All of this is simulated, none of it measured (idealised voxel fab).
process module | voxel gate over fins
cross-section cut | 255 nm wide | cells 5 nm
A cross-section is a grid of square cells, given in bands from the top down. A band is one or more rows of cells.
Each band's line starts with the height of the band's top and of its bottom, in nm. Then come its materials from left to right, each with its width in nm. One material with "throughout" fills the band from edge to edge. "air" is empty space.
Height 0 is the level under which the wafer as received is all one material. The lowest band goes on downwards, as in "0 down".
A width such as "30 to 40" changes by the same amount from each row of cells to the next, from the band's top row to its bottom row.
"no change" after a step means that no cell of the cross-section changed.
closed voids: empty space of 8 cells or more with no open way to the top, each as width x height at its distance from the left edge, in nm
after a step's settings: what the simulator itself notes on the step
overlay nm, on a step with a mask: how far to the right of its planned place the mask lay; to the left if negative
plan
1 op RECEIVE | material Si
2 op CONFORMAL_DEP | material SiN | thk nm 5
3 op PATTERN | tone cover | mask id FINS | material resist | width nm 15 | pitch nm 35 | thk nm 20 | overlay nm 0
4 op DIRECTIONAL_ETCH | etch materials SiN | depth nm 5
5 op DIRECTIONAL_ETCH | etch materials Si | depth nm 40
6 op STRIP | etch materials resist
7 op OXIDIZE | depth nm 5
8 op FILL_DEP | material SiO2 | thk nm 10
9 op CMP | height nm 5
10 op SELECTIVE_ETCH | etch materials SiO2 | depth nm 15
11 op STRIP | etch materials SiN
12 op CONFORMAL_DEP | material HfO2 | thk nm 5
13 op CONFORMAL_DEP | material TiN | thk nm 5
14 op CONFORMAL_DEP | material TiAl | thk nm 5
15 op CONFORMAL_DEP | material TiN | thk nm 5
16 op FILL_DEP | material W | thk nm 15
17 op CMP | height nm 30
18 op CONFORMAL_DEP | material SiCN | thk nm 10
as received, after step 1
  0 down: Si throughout
  closed voids: none
a wafer at the end: this start, this plan, one mistake
  40 to 30: SiCN throughout
  30 to 20: W throughout
  20 to 15: W 50 | TiN 150 | W 55
  15 to 10: W 50 | TiN 5 | TiAl 140 | TiN 5 | W 55
  10 to 5: TiN 55 | TiAl 5 | TiN 25 | TiAl 10 | TiN 25 | TiAl 10 | TiN 25 | TiAl 10 | TiN 25 | TiAl 5 | TiN 60
  5 to 0: TiAl 60 | TiN 5 | HfO2 15 | TiN 5 | TiAl 10 | TiN 5 | HfO2 15 | TiN 5 | TiAl 10 | TiN 5 | HfO2 15 | TiN 5 | TiAl 10 | TiN 5 | HfO2 15 | TiN 5 | TiAl 65
  0 to -5: TiN 65 | HfO2 5 | Si 5 | HfO2 5 | TiN 20 | HfO2 5 | Si 5 | HfO2 5 | TiN 20 | HfO2 5 | Si 5 | HfO2 5 | TiN 20 | HfO2 5 | Si 5 | HfO2 5 | TiN 70
  -5 to -10: HfO2 70 | Si 5 | HfO2 30 | Si 5 | HfO2 30 | Si 5 | HfO2 30 | Si 5 | HfO2 75
  -10 to -40: SiO2 70 | Si 5 | SiO2 30 | Si 5 | SiO2 30 | Si 5 | SiO2 30 | Si 5 | SiO2 75
  -40 down: Si throughout
  closed voids: none
what went wrong: step 5 ran as: op DIRECTIONAL_ETCH | etch materials Si | depth nm 35
